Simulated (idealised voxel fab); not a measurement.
process module | voxel spacer lines
Pictured: cross-section cut, 200 nm wide, on a grid of 5 nm square cells.
A cross-section is written here as square cells arranged in a grid, and it is given in bands from the top down, each band taking up one or more rows of cells. Within each band entry, the heights of the top and of the bottom of the band appear first, in that order and in nm; the materials of the band then follow from left to right, each with its corresponding width in nm. The designation "everywhere" on a single material indicates that it fills the band from edge to edge; the designation "blank" indicates empty space. Measure heights from 0. That's the level where, below it, the as-received wafer is all one material. The lowest band is bottomless and extends downward; write it as in "0..down". A width such as "30 to 40" changes by the same amount from each row of cells to the next, from the band's top row to its bottom row. Step marked "remains unaltered"? Then no cell in the cross-section changed in it. The label "Sealed internal cavities" introduces a list of the empty spaces, 8 cells or larger, that have no open way up to the top; each entry in it reads width x height at distance, where the distance is taken from the left edge and all three are stated in nm. Note: text after step settings on the step line = simulator remark on that step. The "overlay nm" setting may appear on a step's line; for a step that uses a mask, it gives how far to the right of its planned position the mask lay, and a negative value indicates the left.
[List of planned process steps]
1: RECEIVE | material Si
2: CONFORMAL_DEP | material Al2O3 | thk nm 5
3: DIRECTIONAL_DEP | material SiN | thk nm 15
4: DIRECTIONAL_DEP | material polySi | thk nm 30
5: PATTERN | tone cover | mask id MANDREL | material resist | width nm 25 | pitch nm 70 | thk nm 40 | overlay nm 0
6: DIRECTIONAL_ETCH | etch materials polySi | depth nm 30
7: STRIP | etch materials resist
8: CONFORMAL_DEP | material SiO2 | thk nm 10
9: DIRECTIONAL_ETCH | etch materials SiO2 | depth nm 10
10: STRIP | etch materials polySi
11: DIRECTIONAL_ETCH | etch materials SiN | depth nm 15
12: STRIP | etch materials SiO2
[as received, after step 1]
0..down = Si everywhere
Sealed internal cavities: none
[One mistake in running the module, otherwise start and plan as above: cross-section at the end]
20..5 = 10 nm blank; 10 nm SiN; 25 nm blank; 10 nm SiN; 25 nm blank; 10 nm SiN; 25 nm blank; 10 nm SiN; 25 nm blank; 10 nm SiN; 25 nm blank; 10 nm SiN; 5 nm blank
5..0 = Al2O3 everywhere
0..down = Si everywhere
Sealed internal cavities: none
Deviation from plan: planned and actual differ for step 5; actual: PATTERN | tone cover | mask id MANDREL | material resist | width nm 25 | pitch nm 70 | thk nm 40 | overlay nm 5
